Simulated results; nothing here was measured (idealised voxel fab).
The following process module bears the name voxel wiring stack.
Shown is cross-section cut, with a width of 170 nm and square cells of size 5 nm.
Cross-section layout: square cells on a grid; listed as bands, top to bottom; a band spans one or more cell rows. Look at the band entry: it leads with the top's height and the bottom's height in nm. Then it lists the materials left to right, with a width in nm for each. The word "full width" on a single material says that material fills the band edge to edge. The word "empty" is empty space. Zero point of the height axis is 0; under it, received wafer = one material. Lowest band: continues down indefinitely, "0..down". It should be noted that a width expressed as "30 to 40" varies in equal increments from row to row of cells within the band, taking the value of the first number at the top row and that of the second number at the bottom row. Basically "left unchanged" means that step didn't change any cell in the cross-section. "Fully sealed voids": sealed empty spaces, 8 cells or more, no open way to top, listed width x height at distance, with distance from the left edge and width, height and distance in nm. Anything after a step's settings on that line? It's the simulator's own note about the step. Among the settings permitted on a step's line is "overlay nm"; applied to a step with a mask, it specifies the extent to which the mask lay to the right of its planned position, whereas a negative figure signifies a position to the left.

**The planned process steps are enumerated hereunder**
1 op RECEIVE | material Si
2 op CONFORMAL_DEP | material SiO2 | thk nm 10
3 op DIRECTIONAL_DEP | material TiN | thk nm 5
4 op DIRECTIONAL_DEP | material Ru | thk nm 25
5 op DIRECTIONAL_DEP | material aC | thk nm 10
6 op PATTERN | tone cover | mask id METAL_1 | material resist | width nm 20 | pitch nm 35 | thk nm 30 | overlay nm 0
7 op DIRECTIONAL_ETCH | etch materials aC | depth nm 10
8 op STRIP | etch materials resist
9 op DIRECTIONAL_ETCH | etch materials Ru | depth nm 25
10 op DIRECTIONAL_ETCH | etch materials TiN | depth nm 5
11 op STRIP | etch materials aC
12 op CONFORMAL_DEP | material SiN | thk nm 5
13 op FILL_DEP | material lowk | thk nm 10
14 op CMP | height nm 40
15 op CONFORMAL_DEP | material SiCN | thk nm 5
16 op DIRECTIONAL_DEP | material lowk | thk nm 25
17 op DIRECTIONAL_DEP | material aC | thk nm 15
18 op PATTERN | tone open | mask id METAL_2 | material resist | width nm 20 | pitch nm 35 | thk nm 30 | overlay nm 0
19 op DIRECTIONAL_ETCH | etch materials aC | depth nm 15
20 op STRIP | etch materials resist
21 op DIRECTIONAL_ETCH | etch materials lowk | depth nm 15
22 op STRIP | etch materials aC
23 op DIRECTIONAL_DEP | material aC | thk nm 10
24 op PATTERN | tone open | mask id METAL_2_HOLES | material resist | width nm 15 | pitch nm 35 | thk nm 25 | overlay nm 0
25 op DIRECTIONAL_ETCH | etch materials aC | depth nm 10
26 op STRIP | etch materials resist
27 op DIRECTIONAL_ETCH | etch materials lowk | depth nm 10
28 op DIRECTIONAL_ETCH | etch materials SiCN | depth nm 5
29 op STRIP | etch materials aC
30 op CONFORMAL_DEP | material TiN | thk nm 5
31 op FILL_DEP | material Ru | thk nm 5
32 op CMP | height nm 70
33 op CONFORMAL_DEP | material SiCN | thk nm 5

**Here's what the wafer looked like in cross-section when it arrived - that's after step 1**
	0..down  Si full width
	Fully sealed voids: none

**Starting structure and process plan are as shown above, but one mistake was made in running the module; the wafer cross-section at the end of the module follows**
	75..70  SiCN full width
	70..60  40 lowk / 5 TiN / 10 Ru / 5 TiN / 15 lowk / 5 TiN / 10 Ru / 5 TiN / 15 lowk / 5 TiN / 10 Ru / 5 TiN / 40 lowk
	60..55  40 lowk / 5 TiN / 5 Ru / 10 TiN / 15 lowk / 5 TiN / 5 Ru / 10 TiN / 15 lowk / 5 TiN / 5 Ru / 10 TiN / 40 lowk
	55..45  40 lowk / 5 TiN / 5 Ru / 5 TiN / 20 lowk / 5 TiN / 5 Ru / 5 TiN / 20 lowk / 5 TiN / 5 Ru / 5 TiN / 45 lowk
	45..40  40 SiCN / 15 TiN / 20 SiCN / 15 TiN / 20 SiCN / 15 TiN / 45 SiCN
	40..15  40 lowk / 5 SiN / 15 Ru / 5 SiN / 10 lowk / 5 SiN / 15 Ru / 5 SiN / 10 lowk / 5 SiN / 15 Ru / 5 SiN / 35 lowk
	15..10  45 SiN / 15 TiN / 20 SiN / 15 TiN / 20 SiN / 15 TiN / 40 SiN
	10..0  SiO2 full width
	0..down  Si full width
	Fully sealed voids: none
Finding, execution versus plan: so step 6 ended up running with a different setting than we planned, it ran as op PATTERN | tone cover | mask id METAL_1 | material resist | width nm 15 | pitch nm 35 | thk nm 30 | overlay nm 0
